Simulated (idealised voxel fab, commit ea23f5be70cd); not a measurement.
process module | voxel self aligned vias
cross-section cut | 235 nm wide | cells 5 nm
A cross-section is a grid of square cells, given in bands from the top down. A band is one or more rows of cells.
Each band's line starts with the height of the band's top and of its bottom, in nm. Then come its materials from left to right, each with its width in nm. One material with "throughout" fills the band from edge to edge. "air" is empty space.
Height 0 is the level under which the wafer as received is all one material. The lowest band goes on downwards, as in "0 down".
A width such as "30 to 40" changes by the same amount from each row of cells to the next, from the band's top row to its bottom row.
"no change" after a step means that no cell of the cross-section changed.
closed voids: empty space of 8 cells or more with no open way to the top, each as width x height at its distance from the left edge, in nm
after a step's settings: what the simulator itself notes on the step
overlay nm, on a step with a mask: how far to the right of its planned place the mask lay; to the left if negative
plan
1 op RECEIVE | material Si
2 op CONFORMAL_DEP | material SiO2 | thk nm 10
3 op CONFORMAL_DEP | material SiCN | thk nm 5
4 op DIRECTIONAL_DEP | material lowk | thk nm 25
5 op DIRECTIONAL_DEP | material aC | thk nm 15
6 op PATTERN | tone open | mask id LINES | material resist | width nm 20 | pitch nm 50 | thk nm 35 | overlay nm 0
7 op DIRECTIONAL_ETCH | etch materials aC | depth nm 15
8 op STRIP | etch materials resist
9 op DIRECTIONAL_ETCH | etch materials lowk | depth nm 25
10 op STRIP | etch materials aC
11 op CONFORMAL_DEP | material TiN | thk nm 5
12 op FILL_DEP | material Ru | thk nm 5
13 op CMP | height nm 40
14 op SELECTIVE_ETCH | etch materials W Ru TiN | depth nm 5
15 op FILL_DEP | material SiN | thk nm 5
16 op CMP | height nm 40
17 op DIRECTIONAL_DEP | material lowk | thk nm 20
18 op DIRECTIONAL_DEP | material aC | thk nm 15
19 op PATTERN | tone open | mask id VIAS | material resist | width nm 30 | thk nm 30 | overlay nm 0
20 op DIRECTIONAL_ETCH | etch materials aC | depth nm 15
21 op STRIP | etch materials resist
22 op DIRECTIONAL_ETCH | etch materials lowk | depth nm 20
23 op DIRECTIONAL_ETCH | etch materials SiN | depth nm 5
24 op STRIP | etch materials aC
25 op CONFORMAL_DEP | material TiN | thk nm 5
26 op FILL_DEP | material Ru | thk nm 5
27 op CMP | height nm 60
28 op CONFORMAL_DEP | material SiCN | thk nm 5
as received, after step 1
  0 down: Si throughout
  closed voids: none
a wafer at the end: this start, this plan, one mistake
  65 to 60: SiCN throughout
  60 to 45: lowk 65 | TiN 5 | Ru 20 | TiN 5 | lowk 140
  45 to 40: lowk 65 | TiN 20 | Ru 5 | TiN 5 | lowk 140
  40 to 35: lowk 80 | TiN 15 | SiN 5 | lowk 30 | SiN 20 | lowk 85
  35 to 20: lowk 80 | TiN 5 | Ru 10 | TiN 5 | lowk 30 | TiN 5 | Ru 10 | TiN 5 | lowk 85
  20 to 15: lowk 80 | TiN 20 | lowk 30 | TiN 20 | lowk 85
  15 to 10: SiCN throughout
  10 to 0: SiO2 throughout
  0 down: Si throughout
  closed voids: none
what went wrong: step 19 ran as: op PATTERN | tone open | mask id VIAS | material resist | width nm 30 | thk nm 30 | overlay nm -10
